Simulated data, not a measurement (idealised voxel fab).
Proc. module: voxel self aligned vias
Cross-sectional view cut (width: 280 nm; square cell size: 5 nm).
Reading order for cross-sections: top band down to bottom band. Underlying form: a grid of square cells. Band size: one or more rows of cells.
Heights first: top, then bottom, in nm. Then materials, left to right, each with a width in nm. "all across" on a single material: fills the band edge to edge. "air": empty space.
Basically, 0 is our baseline, since under it the wafer straight out of the box is all one material. The bottom band has no lower end and keeps on going down, so it looks like "0 nm and below".
Note: "30->40" means the width goes from the first number (top row of the band) to the second number (bottom row) in equal steps per row of cells.
What does "nothing was modified" mean for a step? It means no cell of the cross-section changed in that step.
Listed in "Enclosed void catalog": every empty space of 8 or more cells without an open way to the top. Form: width x height at distance, the distance being from the left edge, all in nm.
What comes after the settings on a step's line is commentary from the simulator itself on that step.
"overlay nm" answers the question of how far to the right of plan the mask lay on a step that has a mask, and when it is negative the answer is to the left.

**Listed below are the process steps as planned**
1) RECEIVE [material Si]
2) CONFORMAL_DEP [material SiO2] [thk nm 15]
3) CONFORMAL_DEP [material SiCN] [thk nm 5]
4) DIRECTIONAL_DEP [material lowk] [thk nm 30]
5) MASKED_ETCH [tone open] [mask id LINES] [width nm 25] [pitch nm 65] [etch materials lowk] [depth nm 30] [overlay nm 0]
6) CONFORMAL_DEP [material TiN] [thk nm 5]
7) FILL_DEP [material Ru] [thk nm 5]
8) CMP [height nm 50]
9) SELECTIVE_ETCH [etch materials W Ru TiN] [depth nm 10]
10) FILL_DEP [material SiN] [thk nm 5]
11) CMP [height nm 50]
12) DIRECTIONAL_DEP [material lowk] [thk nm 20]
13) PATTERN [tone open] [mask id VIAS] [material resist] [width nm 45] [pitch nm 130] [thk nm 15] [overlay nm 0]
14) DIRECTIONAL_ETCH [etch materials lowk] [depth nm 20]
15) DIRECTIONAL_ETCH [etch materials SiN] [depth nm 10]
16) STRIP [etch materials resist]
17) CONFORMAL_DEP [material TiN] [thk nm 5]
18) FILL_DEP [material Ru] [thk nm 5]
19) CMP [height nm 70]
20) CONFORMAL_DEP [material SiN] [thk nm 5]

**So this is the incoming wafer in cross-section - it's already been through step 1**
- 0 nm and below = Si all across
- Enclosed void catalog: none

**First of two wafers at the end of the module, shown in cross-section; run carried out as planned**
- 75 nm to 70 nm = SiN all across
- 70 nm to 55 nm = lowk 50 nm  TiN 5 nm  Ru 35 nm  TiN 5 nm  lowk 85 nm  TiN 5 nm  Ru 35 nm  TiN 5 nm  lowk 55 nm
- 55 nm to 50 nm = lowk 50 nm  TiN 15 nm  Ru 15 nm  TiN 15 nm  lowk 85 nm  TiN 15 nm  Ru 15 nm  TiN 15 nm  lowk 55 nm
- 50 nm to 45 nm = lowk 60 nm  TiN 5 nm  Ru 15 nm  TiN 5 nm  lowk 40 nm  SiN 25 nm  lowk 40 nm  TiN 5 nm  Ru 15 nm  TiN 5 nm  lowk 65 nm
- 45 nm to 40 nm = lowk 60 nm  TiN 25 nm  lowk 40 nm  SiN 25 nm  lowk 40 nm  TiN 25 nm  lowk 65 nm
- 40 nm to 25 nm = lowk 60 nm  TiN 5 nm  Ru 15 nm  TiN 5 nm  lowk 40 nm  TiN 5 nm  Ru 15 nm  TiN 5 nm  lowk 40 nm  TiN 5 nm  Ru 15 nm  TiN 5 nm  lowk 65 nm
- 25 nm to 20 nm = lowk 60 nm  TiN 25 nm  lowk 40 nm  TiN 25 nm  lowk 40 nm  TiN 25 nm  lowk 65 nm
- 20 nm to 15 nm = SiCN all across
- 15 nm to 0 nm = SiO2 all across
- 0 nm and below = Si all across
- Enclosed void catalog: none

**What the second wafer looks like in cross-section once the module is done. Its start and its plan matched the first wafer's exactly; what differed was one mistake in how it was run**
- 75 nm to 70 nm = SiN all across
- 70 nm to 50 nm = lowk 50 nm  TiN 5 nm  Ru 35 nm  TiN 5 nm  lowk 85 nm  TiN 5 nm  Ru 35 nm  TiN 5 nm  lowk 55 nm
- 50 nm to 45 nm = SiN 50 nm  TiN 15 nm  Ru 15 nm  TiN 15 nm  SiN 85 nm  TiN 15 nm  Ru 15 nm  TiN 15 nm  SiN 55 nm
- 45 nm to 40 nm = lowk 60 nm  TiN 25 nm  lowk 40 nm  SiN 25 nm  lowk 40 nm  TiN 25 nm  lowk 65 nm
- 40 nm to 20 nm = lowk 60 nm  TiN 5 nm  Ru 15 nm  TiN 5 nm  lowk 40 nm  TiN 5 nm  Ru 15 nm  TiN 5 nm  lowk 40 nm  TiN 5 nm  Ru 15 nm  TiN 5 nm  lowk 65 nm
- 20 nm to 15 nm = lowk 60 nm  TiN 25 nm  lowk 40 nm  TiN 25 nm  lowk 40 nm  TiN 25 nm  lowk 65 nm
- 15 nm to 0 nm = SiO2 all across
- 0 nm and below = Si all across
- Enclosed void catalog: none
Run error: no execution of plan step 3; skipped
Wafer comparison, final, in cells, second relative to first, materials more or fewer: Ru: 17 more | SiCN: 56 fewer | SiN: 33 more | TiN: 6 more
